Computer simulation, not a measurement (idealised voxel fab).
The name of this process module is voxel wiring stack.
Square cell edge 5 nm, section width 260 nm, ID cut.
Cross-sections here: square-cell grids, written as top-down lists of bands, a band being one or more rows of cells.
Look at the band entry: it leads with the top's height and the bottom's height in nm. Then it lists the materials left to right, with a width in nm for each. The word "all across" on a single material says that material fills the band edge to edge. The word "blank" is empty space.
The level at which height equals 0 is the one under which the wafer, as it arrives, is entirely one material. No lower edge exists for the bottom band, which continues downward and is notated as in "z 0 and below".
Width spec "30 to 40" -> top row of cells at first value, bottom row at second value, equal per-row change in between.
"no change" for a step: no cell of the cross-section changed in that step.
If an empty space has no open way to the top and is at least 8 cells in size, "Closed cavities" lists it, written width x height at distance, where distance is measured from the left edge and every value is in nm.
Formally, on a step line, whatever follows the settings is a remark that the simulator itself makes on the step.
Steps that use a mask can have "overlay nm" on their line. It says how far the mask sat to the right of where it was meant to be. Negative means to the left.

Process steps (planned)
- 1: RECEIVE | material Si
- 2: CONFORMAL_DEP | material SiO2 | thk nm 10
- 3: CONFORMAL_DEP | material SiN | thk nm 5
- 4: DIRECTIONAL_DEP | material lowk | thk nm 20
- 5: PATTERN | tone open | mask id METAL_1 | material resist | width nm 20 | pitch nm 40 | thk nm 15 | overlay nm 0
- 6: DIRECTIONAL_ETCH | etch materials lowk | depth nm 20
- 7: DIRECTIONAL_ETCH | etch materials SiN | depth nm 5
- 8: STRIP | etch materials resist
- 9: CONFORMAL_DEP | material TiN | thk nm 5
- 10: FILL_DEP | material Cu | thk nm 10
- 11: CMP | height nm 35
- 12: EPI | material Ru | thk nm 5
- 13: FILL_DEP | material SiCN | thk nm 5
- 14: DIRECTIONAL_DEP | material SiO2 | thk nm 15
- 15: MASKED_ETCH | tone open | mask id PLUG_1 | width nm 15 | pitch nm 40 | etch materials SiO2 | depth nm 15 | overlay nm 0
- 16: MASKED_ETCH | tone open | mask id PLUG_1 | width nm 15 | pitch nm 40 | etch materials SiCN | depth nm 5 | overlay nm 0
- 17: EPI | material Ru | thk nm 10
- 18: EPI | material Ru | thk nm 10
- 19: CONFORMAL_DEP | material SiN | thk nm 5
- 20: DIRECTIONAL_DEP | material SiO2 | thk nm 25
- 21: PATTERN | tone open | mask id METAL_2 | material resist | width nm 20 | pitch nm 40 | thk nm 15 | overlay nm 0
- 22: DIRECTIONAL_ETCH | etch materials SiO2 | depth nm 25
- 23: DIRECTIONAL_ETCH | etch materials SiN | depth nm 5
- 24: STRIP | etch materials resist
- 25: CONFORMAL_DEP | material TiN | thk nm 5
- 26: FILL_DEP | material W | thk nm 5
- 27: CMP | height nm 90
- 28: EPI | material Ru | thk nm 5
- 29: FILL_DEP | material SiCN | thk nm 5
- 30: DIRECTIONAL_DEP | material lowk | thk nm 35
- 31: MASKED_ETCH | tone open | mask id METAL_3 | width nm 20 | pitch nm 40 | etch materials lowk | depth nm 20 | overlay nm 0
- 32: DIRECTIONAL_DEP | material aC | thk nm 15
- 33: PATTERN | tone open | mask id METAL_3_HOLES | material resist | width nm 15 | pitch nm 80 | thk nm 35 | overlay nm 0
- 34: DIRECTIONAL_ETCH | etch materials aC | depth nm 15
- 35: STRIP | etch materials resist
- 36: DIRECTIONAL_ETCH | etch materials lowk | depth nm 15
- 37: DIRECTIONAL_ETCH | etch materials SiCN | depth nm 5
- 38: STRIP | etch materials aC
- 39: CONFORMAL_DEP | material TiN | thk nm 5
- 40: FILL_DEP | material Ru | thk nm 10
- 41: CMP | height nm 135
- 42: CONFORMAL_DEP | material SiCN | thk nm 5

Received-state cross-section, reflecting completion of step 1
* z 0 and below  Si all across
* Closed cavities: none

End-of-module cross-section. Starting structure and process plan as above; one mistake made in running it
* z 140 to 135  SiCN all across
* z 135 to 120  lowk: 60  TiN: 5  Ru: 10  TiN: 5  lowk: 20  TiN: 5  Ru: 10  TiN: 5  lowk: 20  TiN: 5  Ru: 10  TiN: 5  lowk: 20  TiN: 5  Ru: 10  TiN: 5  lowk: 60
* z 120 to 115  lowk: 60  TiN: 5  Ru: 5  TiN: 10  lowk: 20  TiN: 20  lowk: 20  TiN: 5  Ru: 5  TiN: 10  lowk: 20  TiN: 20  lowk: 60
* z 115 to 100  lowk: 60  TiN: 5  Ru: 5  TiN: 5  lowk: 65  TiN: 5  Ru: 5  TiN: 5  lowk: 105
* z 100 to 95  SiCN: 60  TiN: 15  SiCN: 65  TiN: 15  SiCN: 105
* z 95 to 90  SiCN: 55  Ru: 30  SiCN: 10  Ru: 30  SiCN: 10  Ru: 30  SiCN: 10  Ru: 30  SiCN: 55
* z 90 to 65  SiO2: 60  TiN: 5  W: 10  TiN: 5  SiO2: 20  TiN: 5  W: 10  TiN: 5  SiO2: 20  TiN: 5  W: 10  TiN: 5  SiO2: 20  TiN: 5  W: 10  TiN: 5  SiO2: 60
* z 65 to 60  SiN: 60  TiN: 20  SiN: 20  TiN: 20  SiN: 20  TiN: 20  SiN: 20  TiN: 20  SiN: 60
* z 60 to 45  SiO2: 60  Ru: 15  SiO2: 25  Ru: 15  SiO2: 25  Ru: 15  SiO2: 25  Ru: 15  SiO2: 65
* z 45 to 35  SiCN: 60 to 55  Ru: 15 to 30  SiCN: 25 to 10  Ru: 15 to 30  SiCN: 25 to 10  Ru: 15 to 30  SiCN: 25 to 10  Ru: 15 to 30  SiCN: 65 to 55
* z 35 to 20  lowk: 60  TiN: 5  Cu: 10  TiN: 5  lowk: 20  TiN: 5  Cu: 10  TiN: 5  lowk: 20  TiN: 5  Cu: 10  TiN: 5  lowk: 20  TiN: 5  Cu: 10  TiN: 5  lowk: 60
* z 20 to 15  lowk: 60  TiN: 20  lowk: 20  TiN: 20  lowk: 20  TiN: 20  lowk: 20  TiN: 20  lowk: 60
* z 15 to 5  SiO2 all across
* z 5 to 0  SiN all across
* z 0 and below  Si all across
* Closed cavities: none
Processing error: a sequencing error occurred in which plan steps 2 and 3 were transposed
